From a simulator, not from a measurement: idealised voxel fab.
Process module in this document: voxel wiring stack
Square cell edge 5 nm, section width 170 nm, ID cut.
When this document writes out a cross-section, it uses a grid of square cells and lists it as bands, beginning at the top and moving down, with a band standing for one or more rows of cells.
Band: top and bottom heights (nm) first, top before bottom; then materials from left to right, widths in nm. "throughout" marks a sole material filling the band edge to edge. "empty" denotes empty space.
Height is counted from the level 0, under which the received wafer is composed throughout of one material. The lowest of the bands is not closed at the bottom but continues downward, in the notation "0 -> down".
A width such as "30 to 40" changes by the same amount from each row of cells to the next, from the band's top row to its bottom row.
Key: "nothing was modified" - step with no changed cell in the cross-section.
Entry "Sealed voids" = empty spaces >= 8 cells with no open way to the top; each as width x height at distance, distance from left edge, all nm.
On a step's line, text after the settings is the simulator commenting on that step.
Regarding "overlay nm": on a step with a mask, it is the distance the mask lay to the right of its planned place; a negative value places it to the left.
Here's what the planned process steps look like:
1. RECEIVE (material Si)
2. CONFORMAL_DEP (material SiO2; thk nm 15)
3. DIRECTIONAL_DEP (material TiN; thk nm 5)
4. DIRECTIONAL_DEP (material Ru; thk nm 15)
5. PATTERN (tone cover; mask id METAL_1; material resist; width nm 25; pitch nm 40; thk nm 15; overlay nm 0)
6. DIRECTIONAL_ETCH (etch materials Ru; depth nm 15)
7. DIRECTIONAL_ETCH (etch materials TiN; depth nm 5)
8. STRIP (etch materials resist)
9. CONFORMAL_DEP (material SiCN; thk nm 5)
10. FILL_DEP (material lowk; thk nm 10)
11. CMP (height nm 35)
12. CONFORMAL_DEP (material SiCN; thk nm 5)
13. DIRECTIONAL_DEP (material lowk; thk nm 10)
14. PATTERN (tone open; mask id PLUG_1; material resist; width nm 15; thk nm 20; overlay nm 0)
15. DIRECTIONAL_ETCH (etch materials lowk; depth nm 10)
16. DIRECTIONAL_ETCH (etch materials SiCN; depth nm 5)
17. STRIP (etch materials resist)
18. CONFORMAL_DEP (material TiN; thk nm 5)
19. FILL_DEP (material W; thk nm 10)
20. CMP (height nm 50)
21. DIRECTIONAL_DEP (material TiN; thk nm 5)
22. DIRECTIONAL_DEP (material Ru; thk nm 25)
23. DIRECTIONAL_DEP (material aC; thk nm 15)
24. PATTERN (tone cover; mask id METAL_2; material resist; width nm 25; pitch nm 40; thk nm 30; overlay nm 0)
25. DIRECTIONAL_ETCH (etch materials aC; depth nm 15)
26. STRIP (etch materials resist)
27. DIRECTIONAL_ETCH (etch materials Ru; depth nm 25)
28. DIRECTIONAL_ETCH (etch materials TiN; depth nm 5)
29. STRIP (etch materials aC)
30. FILL_DEP (material lowk; thk nm 5)
31. CMP (height nm 80)
32. CONFORMAL_DEP (material SiCN; thk nm 5)
33. DIRECTIONAL_DEP (material SiO2; thk nm 25)
34. PATTERN (tone open; mask id METAL_3_HOLES; material resist; width nm 15; thk nm 15; overlay nm 0)
35. DIRECTIONAL_ETCH (etch materials SiO2; depth nm 25)
36. STRIP (etch materials resist)
37. PATTERN (tone open; mask id METAL_3; material resist; width nm 25; pitch nm 40; thk nm 15; overlay nm 0)
38. DIRECTIONAL_ETCH (etch materials SiO2; depth nm 15)
39. DIRECTIONAL_ETCH (etch materials SiCN; depth nm 5)
40. STRIP (etch materials resist)
41. CONFORMAL_DEP (material TiN; thk nm 5)
42. FILL_DEP (material Cu; thk nm 10)
43. CMP (height nm 110)
44. CONFORMAL_DEP (material SiN; thk nm 5)
First out of two wafers; run went to plan:
Wafer as received: cross-section following step 1:
	0 -> down: Si throughout
	Sealed voids: none
Take a look at the wafer's cross-section after step 2:
	15 -> 0: SiO2 throughout
	Below 0 it's all the same as before, nothing changed down there.
Take a look at the wafer's cross-section after step 3:
	20 -> 15: TiN throughout
	Below 15 it's all the same as before, nothing changed down there.
Take a look at the wafer's cross-section after step 4:
	35 -> 20: Ru throughout
	Below 20 it's all the same as before, nothing changed down there.
Take a look at the wafer's cross-section after step 5:
	50 -> 35: 50 of empty, then 25 of resist, then 15 of empty, then 25 of resist, then 55 of empty
	Below 35 it's all the same as before, nothing changed down there.
Take a look at the wafer's cross-section after step 6:
	50 -> 35: 50 of empty, then 25 of resist, then 15 of empty, then 25 of resist, then 55 of empty
	35 -> 20: 50 of empty, then 25 of Ru, then 15 of empty, then 25 of Ru, then 55 of empty
	Below 20 it's all the same as before, nothing changed down there.
Take a look at the wafer's cross-section after step 7:
	50 -> 35: 50 of empty, then 25 of resist, then 15 of empty, then 25 of resist, then 55 of empty
	35 -> 20: 50 of empty, then 25 of Ru, then 15 of empty, then 25 of Ru, then 55 of empty
	20 -> 15: 50 of empty, then 25 of TiN, then 15 of empty, then 25 of TiN, then 55 of empty
	Below 15 it's all the same as before, nothing changed down there.
Take a look at the wafer's cross-section after step 8:
	35 -> 20: 50 of empty, then 25 of Ru, then 15 of empty, then 25 of Ru, then 55 of empty
	Below 20 it's all the same as before, nothing changed down there.
Take a look at the wafer's cross-section after step 9:
	40 -> 35: 45 of empty, then 35 of SiCN, then 5 of empty, then 35 of SiCN, then 50 of empty
	35 -> 20: 45 of empty, then 5 of SiCN, then 25 of Ru, then 5 of SiCN, then 5 of empty, then 5 of SiCN, then 25 of Ru, then 5 of SiCN, then 50 of empty
	20 -> 15: 50 of SiCN, then 25 of TiN, then 15 of SiCN, then 25 of TiN, then 55 of SiCN
	Below 15 it's all the same as before, nothing changed down there.
Take a look at the wafer's cross-section after step 10:
	50 -> 40: lowk throughout
	40 -> 35: 45 of lowk, then 35 of SiCN, then 5 of lowk, then 35 of SiCN, then 50 of lowk
	35 -> 20: 45 of lowk, then 5 of SiCN, then 25 of Ru, then 5 of SiCN, then 5 of lowk, then 5 of SiCN, then 25 of Ru, then 5 of SiCN, then 50 of lowk
	Below 20 it's all the same as before, nothing changed down there.
Take a look at the wafer's cross-section after step 11:
	35 -> 20: 45 of lowk, then 5 of SiCN, then 25 of Ru, then 5 of SiCN, then 5 of lowk, then 5 of SiCN, then 25 of Ru, then 5 of SiCN, then 50 of lowk
	Below 20 it's all the same as before, nothing changed down there.
Take a look at the wafer's cross-section after step 12:
	40 -> 35: SiCN throughout
	Below 35 it's all the same as before, nothing changed down there.
Take a look at the wafer's cross-section after step 13:
	50 -> 40: lowk throughout
	Below 40 it's all the same as before, nothing changed down there.
Take a look at the wafer's cross-section after step 14:
	70 -> 50: 50 of resist, then 15 of empty, then 105 of resist
	Below 50 it's all the same as before, nothing changed down there.
Take a look at the wafer's cross-section after step 15:
	70 -> 50: 50 of resist, then 15 of empty, then 105 of resist
	50 -> 40: 50 of lowk, then 15 of empty, then 105 of lowk
	Below 40 it's all the same as before, nothing changed down there.
Take a look at the wafer's cross-section after step 16:
	70 -> 50: 50 of resist, then 15 of empty, then 105 of resist
	50 -> 40: 50 of lowk, then 15 of empty, then 105 of lowk
	40 -> 35: 50 of SiCN, then 15 of empty, then 105 of SiCN
	Below 35 it's all the same as before, nothing changed down there.
Take a look at the wafer's cross-section after step 17:
	50 -> 40: 50 of lowk, then 15 of empty, then 105 of lowk
	Below 40 it's all the same as before, nothing changed down there.
Take a look at the wafer's cross-section after step 18:
	55 -> 50: 55 of TiN, then 5 of empty, then 110 of TiN
	50 -> 40: 50 of lowk, then 5 of TiN, then 5 of empty, then 5 of TiN, then 105 of lowk
	40 -> 35: 50 of SiCN, then 15 of TiN, then 105 of SiCN
	Below 35 it's all the same as before, nothing changed down there.
Take a look at the wafer's cross-section after step 19:
	65 -> 55: W throughout
	55 -> 50: 55 of TiN, then 5 of W, then 110 of TiN
	50 -> 40: 50 of lowk, then 5 of TiN, then 5 of W, then 5 of TiN, then 105 of lowk
	Below 40 it's all the same as before, nothing changed down there.
Take a look at the wafer's cross-section after step 20:
	50 -> 40: 50 of lowk, then 5 of TiN, then 5 of W, then 5 of TiN, then 105 of lowk
	Below 40 it's all the same as before, nothing changed down there.
Take a look at the wafer's cross-section after step 21:
	55 -> 50: TiN throughout
	Below 50 it's all the same as before, nothing changed down there.
Take a look at the wafer's cross-section after step 22:
	80 -> 55: Ru throughout
	Below 55 it's all the same as before, nothing changed down there.
Take a look at the wafer's cross-section after step 23:
	95 -> 80: aC throughout
	Below 80 it's all the same as before, nothing changed down there.
Take a look at the wafer's cross-section after step 24:
	125 -> 95: 50 of empty, then 25 of resist, then 15 of empty, then 25 of resist, then 55 of empty
	Below 95 it's all the same as before, nothing changed down there.
Take a look at the wafer's cross-section after step 25:
	110 -> 95: 50 of empty, then 25 of resist, then 15 of empty, then 25 of resist, then 55 of empty
	95 -> 80: 50 of empty, then 25 of aC, then 15 of empty, then 25 of aC, then 55 of empty
	Below 80 it's all the same as before, nothing changed down there.
Take a look at the wafer's cross-section after step 26:
	95 -> 80: 50 of empty, then 25 of aC, then 15 of empty, then 25 of aC, then 55 of empty
	Below 80 it's all the same as before, nothing changed down there.
Take a look at the wafer's cross-section after step 27:
	95 -> 80: 50 of empty, then 25 of aC, then 15 of empty, then 25 of aC, then 55 of empty
	80 -> 55: 50 of empty, then 25 of Ru, then 15 of empty, then 25 of Ru, then 55 of empty
	Below 55 it's all the same as before, nothing changed down there.
Take a look at the wafer's cross-section after step 28:
	95 -> 80: 50 of empty, then 25 of aC, then 15 of empty, then 25 of aC, then 55 of empty
	80 -> 55: 50 of empty, then 25 of Ru, then 15 of empty, then 25 of Ru, then 55 of empty
	55 -> 50: 50 of empty, then 25 of TiN, then 15 of empty, then 25 of TiN, then 55 of empty
	Below 50 it's all the same as before, nothing changed down there.
Take a look at the wafer's cross-section after step 29:
	80 -> 55: 50 of empty, then 25 of Ru, then 15 of empty, then 25 of Ru, then 55 of empty
	Below 55 it's all the same as before, nothing changed down there.
Take a look at the wafer's cross-section after step 30:
	85 -> 80: lowk throughout
	80 -> 55: 50 of lowk, then 25 of Ru, then 15 of lowk, then 25 of Ru, then 55 of lowk
	55 -> 50: 50 of lowk, then 25 of TiN, then 15 of lowk, then 25 of TiN, then 55 of lowk
	Below 50 it's all the same as before, nothing changed down there.
Take a look at the wafer's cross-section after step 31:
	80 -> 55: 50 of lowk, then 25 of Ru, then 15 of lowk, then 25 of Ru, then 55 of lowk
	Below 55 it's all the same as before, nothing changed down there.
Take a look at the wafer's cross-section after step 32:
	85 -> 80: SiCN throughout
	Below 80 it's all the same as before, nothing changed down there.
Take a look at the wafer's cross-section after step 33:
	110 -> 85: SiO2 throughout
	Below 85 it's all the same as before, nothing changed down there.
Take a look at the wafer's cross-section after step 34:
	125 -> 110: 50 of resist, then 15 of empty, then 105 of resist
	Below 110 it's all the same as before, nothing changed down there.
Take a look at the wafer's cross-section after step 35:
	125 -> 110: 50 of resist, then 15 of empty, then 105 of resist
	110 -> 85: 50 of SiO2, then 15 of empty, then 105 of SiO2
	Below 85 it's all the same as before, nothing changed down there.
Take a look at the wafer's cross-section after step 36:
	110 -> 85: 50 of SiO2, then 15 of empty, then 105 of SiO2
	Below 85 it's all the same as before, nothing changed down there.
Take a look at the wafer's cross-section after step 37:
	125 -> 110: 50 of resist, then 25 of empty, then 15 of resist, then 25 of empty, then 55 of resist
	Below 110 it's all the same as before, nothing changed down there.
Take a look at the wafer's cross-section after step 38:
	125 -> 110: 50 of resist, then 25 of empty, then 15 of resist, then 25 of empty, then 55 of resist
	110 -> 95: 50 of SiO2, then 25 of empty, then 15 of SiO2, then 25 of empty, then 55 of SiO2
	Below 95 it's all the same as before, nothing changed down there.
Take a look at the wafer's cross-section after step 39:
	125 -> 110: 50 of resist, then 25 of empty, then 15 of resist, then 25 of empty, then 55 of resist
	110 -> 95: 50 of SiO2, then 25 of empty, then 15 of SiO2, then 25 of empty, then 55 of SiO2
	95 -> 85: 50 of SiO2, then 15 of empty, then 105 of SiO2
	85 -> 80: 50 of SiCN, then 15 of empty, then 105 of SiCN
	Below 80 it's all the same as before, nothing changed down there.
Take a look at the wafer's cross-section after step 40:
	110 -> 95: 50 of SiO2, then 25 of empty, then 15 of SiO2, then 25 of empty, then 55 of SiO2
	Below 95 it's all the same as before, nothing changed down there.
Take a look at the wafer's cross-section after step 41:
	115 -> 110: 55 of TiN, then 15 of empty, then 25 of TiN, then 15 of empty, then 60 of TiN
	110 -> 100: 50 of SiO2, then 5 of TiN, then 15 of empty, then 5 of TiN, then 15 of SiO2, then 5 of TiN, then 15 of empty, then 5 of TiN, then 55 of SiO2
	100 -> 95: 50 of SiO2, then 5 of TiN, then 5 of empty, then 15 of TiN, then 15 of SiO2, then 25 of TiN, then 55 of SiO2
	95 -> 85: 50 of SiO2, then 5 of TiN, then 5 of empty, then 5 of TiN, then 105 of SiO2
	85 -> 80: 50 of SiCN, then 15 of TiN, then 105 of SiCN
	Below 80 it's all the same as before, nothing changed down there.
Take a look at the wafer's cross-section after step 42:
	125 -> 115: Cu throughout
	115 -> 110: 55 of TiN, then 15 of Cu, then 25 of TiN, then 15 of Cu, then 60 of TiN
	110 -> 100: 50 of SiO2, then 5 of TiN, then 15 of Cu, then 5 of TiN, then 15 of SiO2, then 5 of TiN, then 15 of Cu, then 5 of TiN, then 55 of SiO2
	100 -> 95: 50 of SiO2, then 5 of TiN, then 5 of Cu, then 15 of TiN, then 15 of SiO2, then 25 of TiN, then 55 of SiO2
	95 -> 85: 50 of SiO2, then 5 of TiN, then 5 of Cu, then 5 of TiN, then 105 of SiO2
	Below 85 it's all the same as before, nothing changed down there.
Take a look at the wafer's cross-section after step 43:
	110 -> 100: 50 of SiO2, then 5 of TiN, then 15 of Cu, then 5 of TiN, then 15 of SiO2, then 5 of TiN, then 15 of Cu, then 5 of TiN, then 55 of SiO2
	Below 100 it's all the same as before, nothing changed down there.
Take a look at the wafer's cross-section after step 44:
	115 -> 110: SiN throughout
	Below 110 it's all the same as before, nothing changed down there.
It is to be noted that the second wafer proceeded from the same initial state and according to the same plan as the first, although one mistake was committed in its execution; through step 31, inclusive, the two wafers share an identical history:
Second wafer profile in section, at the moment step 32 of the plan was meant to be complete:
	85 -> 80: aC throughout
	Below 80 it's all the same as before, nothing changed down there.
Second wafer profile in section, at the moment step 33 of the plan was meant to be complete:
	110 -> 85: SiO2 throughout
	Below 85 it's all the same as before, nothing changed down there.
Second wafer profile in section, at the moment step 34 of the plan was meant to be complete:
	125 -> 110: 50 of resist, then 15 of empty, then 105 of resist
	Below 110 it's all the same as before, nothing changed down there.
Second wafer profile in section, at the moment step 35 of the plan was meant to be complete:
	125 -> 110: 50 of resist, then 15 of empty, then 105 of resist
	110 -> 85: 50 of SiO2, then 15 of empty, then 105 of SiO2
	Below 85 it's all the same as before, nothing changed down there.
Second wafer profile in section, at the moment step 36 of the plan was meant to be complete:
	110 -> 85: 50 of SiO2, then 15 of empty, then 105 of SiO2
	Below 85 it's all the same as before, nothing changed down there.
Second wafer profile in section, at the moment step 37 of the plan was meant to be complete:
	125 -> 110: 50 of resist, then 25 of empty, then 15 of resist, then 25 of empty, then 55 of resist
	Below 110 it's all the same as before, nothing changed down there.
Second wafer profile in section, at the moment step 38 of the plan was meant to be complete:
	125 -> 110: 50 of resist, then 25 of empty, then 15 of resist, then 25 of empty, then 55 of resist
	110 -> 95: 50 of SiO2, then 25 of empty, then 15 of SiO2, then 25 of empty, then 55 of SiO2
	Below 95 it's all the same as before, nothing changed down there.
Second wafer profile in section, at the moment step 39 of the plan was meant to be complete: nothing was modified
Second wafer profile in section, at the moment step 40 of the plan was meant to be complete:
	110 -> 95: 50 of SiO2, then 25 of empty, then 15 of SiO2, then 25 of empty, then 55 of SiO2
	Below 95 it's all the same as before, nothing changed down there.
Second wafer profile in section, at the moment step 41 of the plan was meant to be complete:
	115 -> 110: 55 of TiN, then 15 of empty, then 25 of TiN, then 15 of empty, then 60 of TiN
	110 -> 100: 50 of SiO2, then 5 of TiN, then 15 of empty, then 5 of TiN, then 15 of SiO2, then 5 of TiN, then 15 of empty, then 5 of TiN, then 55 of SiO2
	100 -> 95: 50 of SiO2, then 5 of TiN, then 5 of empty, then 15 of TiN, then 15 of SiO2, then 25 of TiN, then 55 of SiO2
	95 -> 90: 50 of SiO2, then 5 of TiN, then 5 of empty, then 5 of TiN, then 105 of SiO2
	90 -> 85: 50 of SiO2, then 15 of TiN, then 105 of SiO2
	Below 85 it's all the same as before, nothing changed down there.
Second wafer profile in section, at the moment step 42 of the plan was meant to be complete:
	125 -> 115: Cu throughout
	115 -> 110: 55 of TiN, then 15 of Cu, then 25 of TiN, then 15 of Cu, then 60 of TiN
	110 -> 100: 50 of SiO2, then 5 of TiN, then 15 of Cu, then 5 of TiN, then 15 of SiO2, then 5 of TiN, then 15 of Cu, then 5 of TiN, then 55 of SiO2
	100 -> 95: 50 of SiO2, then 5 of TiN, then 5 of Cu, then 15 of TiN, then 15 of SiO2, then 25 of TiN, then 55 of SiO2
	95 -> 90: 50 of SiO2, then 5 of TiN, then 5 of Cu, then 5 of TiN, then 105 of SiO2
	Below 90 it's all the same as before, nothing changed down there.
Second wafer profile in section, at the moment step 43 of the plan was meant to be complete:
	110 -> 100: 50 of SiO2, then 5 of TiN, then 15 of Cu, then 5 of TiN, then 15 of SiO2, then 5 of TiN, then 15 of Cu, then 5 of TiN, then 55 of SiO2
	Below 100 it's all the same as before, nothing changed down there.
Second wafer profile in section, at the moment step 44 of the plan was meant to be complete:
	115 -> 110: SiN throughout
	Below 110 it's all the same as before, nothing changed down there.
What was the processing mistake? step 32 off recipe, ran as CONFORMAL_DEP (material aC; thk nm 5)
Upon completion, the second wafer contains, in terms of cells, a greater or smaller amount of certain materials than the first wafer: Cu -1 | SiCN -31 | TiN -2 | aC +34
